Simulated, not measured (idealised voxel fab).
The process module presented herein is designated voxel lift off.
Xsec cut, 175 nm wide, square cell size 5 nm.
If you're reading a cross-section in this doc, picture square cells in a grid; it comes to you as bands, top ones listed first down to the bottom, and a band can be one or more rows of cells. Within each band entry, the heights of the top and of the bottom of the band appear first, in that order and in nm; the materials of the band then follow from left to right, each with its corresponding width in nm. The designation "everywhere" on a single material indicates that it fills the band from edge to edge; the designation "air" indicates empty space. Heights are reckoned from 0. Under this level, the received wafer is all of one material. The bottommost band is open-ended downward, for example "0..down". So if you see something like "30 to 40" for the width, read it as the top row of the band sitting at the first number and the bottom row at the second, with every row in between moving by the same amount as the last. Key: "left unchanged" - step with no changed cell in the cross-section. In the "Internal closed voids" entry, you get each enclosed empty space of 8 cells or more, one with no open way to the top, written width x height at distance, distance from the left edge, in nm. Text after the settings on a step's line: the simulator's own remark on that step. The line of a step may include "overlay nm". On a step with a mask, this value is how far to the right of its planned place the mask lay. A negative value means the mask lay to the left.

## The process steps that were planned are listed below
step 1: RECEIVE with material Si
step 2: CONFORMAL_DEP with material SiO2, thk nm 5
step 3: PATTERN with tone open, mask id LINES, material resist, width nm 15, pitch nm 40, thk nm 20, overlay nm 0
step 4: DIRECTIONAL_DEP with material Ru, thk nm 5
step 5: STRIP with etch materials resist
step 6: CONFORMAL_DEP with material SiO2, thk nm 10
The plan shows the width nm of step 3 as the first wafer had it; this setting differs between the wafers, which start out alike.

## Cut through the first of several wafers as received, post step 1
> 0..down = Si everywhere
> Internal closed voids: none

## Cross-section after step 6, the final step of the module, for the first of several wafers
> 20..15 = 10 nm air, 35 nm SiO2, 5 nm air, 35 nm SiO2, 5 nm air, 35 nm SiO2, 5 nm air, 35 nm SiO2, 10 nm air
> 15..10 = SiO2 everywhere
> 10..5 = 20 nm SiO2, 15 nm Ru, 25 nm SiO2, 15 nm Ru, 25 nm SiO2, 15 nm Ru, 25 nm SiO2, 15 nm Ru, 20 nm SiO2
> 5..0 = SiO2 everywhere
> 0..down = Si everywhere
> Internal closed voids: none

## X-section, last wafer, module end
> 20..15 = 5 nm air, 165 nm SiO2, 5 nm air
> 15..10 = SiO2 everywhere
> 10..5 = 15 nm SiO2, 25 nm Ru, 15 nm SiO2, 25 nm Ru, 15 nm SiO2, 25 nm Ru, 15 nm SiO2, 25 nm Ru, 15 nm SiO2
> 5..0 = SiO2 everywhere
> 0..down = Si everywhere
> Internal closed voids: none

## Wafer rows, end of module: cells per material gained (+) or lost (-) since receipt; closed voids last
width nm 15; +12 Ru; +121 SiO2; Internal closed voids: none
width nm 20; +16 Ru; +121 SiO2; Internal closed voids: none
width nm 25; +20 Ru; +118 SiO2; Internal closed voids: none
